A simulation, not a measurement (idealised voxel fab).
Proc. module: voxel ribs on slabs
The cross-section on display is named cut; it measures 185 nm wide, and its cells are 5 nm squares.
Bands, listed from the top down, are how a cross-section gets written in this document; the cross-section itself is a grid of square cells, and a band is one or more rows of them.
Each band's line starts with the height of the band's top and of its bottom, in nm. Then come its materials from left to right, each with its width in nm. One material with "all across" fills the band from edge to edge. "air" is empty space.
Below 0: as-received wafer, all one material; heights counted from there. Lowest band: no bottom, goes on down, written "0 nm and below".
Read "30->40" as a graded width: first number on top, second number at the bottom, same change between each pair of neighbouring rows.
Given "remains unaltered" for a step, no cell of the cross-section differs between before and after that step.
"Enclosed void listing" means: voids of 8 cells or more that are shut off from the top with no open way through. Written width x height at distance, distance from the left edge, in nm.
It should be noted that, on the line of a given step, the content following the step's settings is a remark produced by the simulator itself with respect to that step.
overlay nm: mask offset rightward from planned place, masked step; negative means leftward offset.

### The planned process steps are enumerated hereunder
1. RECEIVE, material Si
2. DIRECTIONAL_DEP, material SiO2, thk nm 25
3. DIRECTIONAL_DEP, material polySi, thk nm 15
4. PATTERN, tone cover, mask id RIB, material resist, width nm 15, thk nm 20, overlay nm 0
5. DIRECTIONAL_ETCH, etch materials polySi, depth nm 5
6. STRIP, etch materials resist
7. PATTERN, tone cover, mask id SLAB, material resist, width nm 55, thk nm 20, overlay nm 0
8. DIRECTIONAL_ETCH, etch materials polySi, depth nm 10
9. STRIP, etch materials resist
10. FILL_DEP, material SiO2, thk nm 20
11. CMP, height nm 50
12. DIRECTIONAL_DEP, material TiN, thk nm 5
13. PATTERN, tone cover, mask id HEATER, material resist, width nm 25, thk nm 20, overlay nm 0
14. DIRECTIONAL_ETCH, etch materials TiN, depth nm 5
15. STRIP, etch materials resist
16. CONFORMAL_DEP, material SiO2, thk nm 5

### This is the cross-section of the wafer as we received it, i.e. after step 1
* 0 nm and below | Si all across
* Enclosed void listing: none

### First of two wafers: cross-section at end of module, run per plan
* 60 nm to 55 nm | 75 of air; 35 of SiO2; 75 of air
* 55 nm to 50 nm | 80 of SiO2; 25 of TiN; 80 of SiO2
* 50 nm to 40 nm | SiO2 all across
* 40 nm to 35 nm | 85 of SiO2; 15 of polySi; 85 of SiO2
* 35 nm to 25 nm | 65 of SiO2; 55 of polySi; 65 of SiO2
* 25 nm to 0 nm | SiO2 all across
* 0 nm and below | Si all across
* Enclosed void listing: none

### Here is the second of the two wafers cut open at the end of the module - same start, same plan as the first one, but we made one mistake running it
* 60 nm to 55 nm | 85 of air; 35 of SiO2; 65 of air
* 55 nm to 50 nm | 90 of SiO2; 25 of TiN; 70 of SiO2
* 50 nm to 40 nm | SiO2 all across
* 40 nm to 35 nm | 85 of SiO2; 15 of polySi; 85 of SiO2
* 35 nm to 25 nm | 65 of SiO2; 55 of polySi; 65 of SiO2
* 25 nm to 0 nm | SiO2 all across
* 0 nm and below | Si all across
* Enclosed void listing: none
Which mistake was made when the wafer was run? step 13 off recipe, ran as PATTERN, tone cover, mask id HEATER, material resist, width nm 25, thk nm 20, overlay nm 10
Upon completion, the cell count for each material on the second wafer equals that on the first, whereas the spatial distribution of those cells differs.
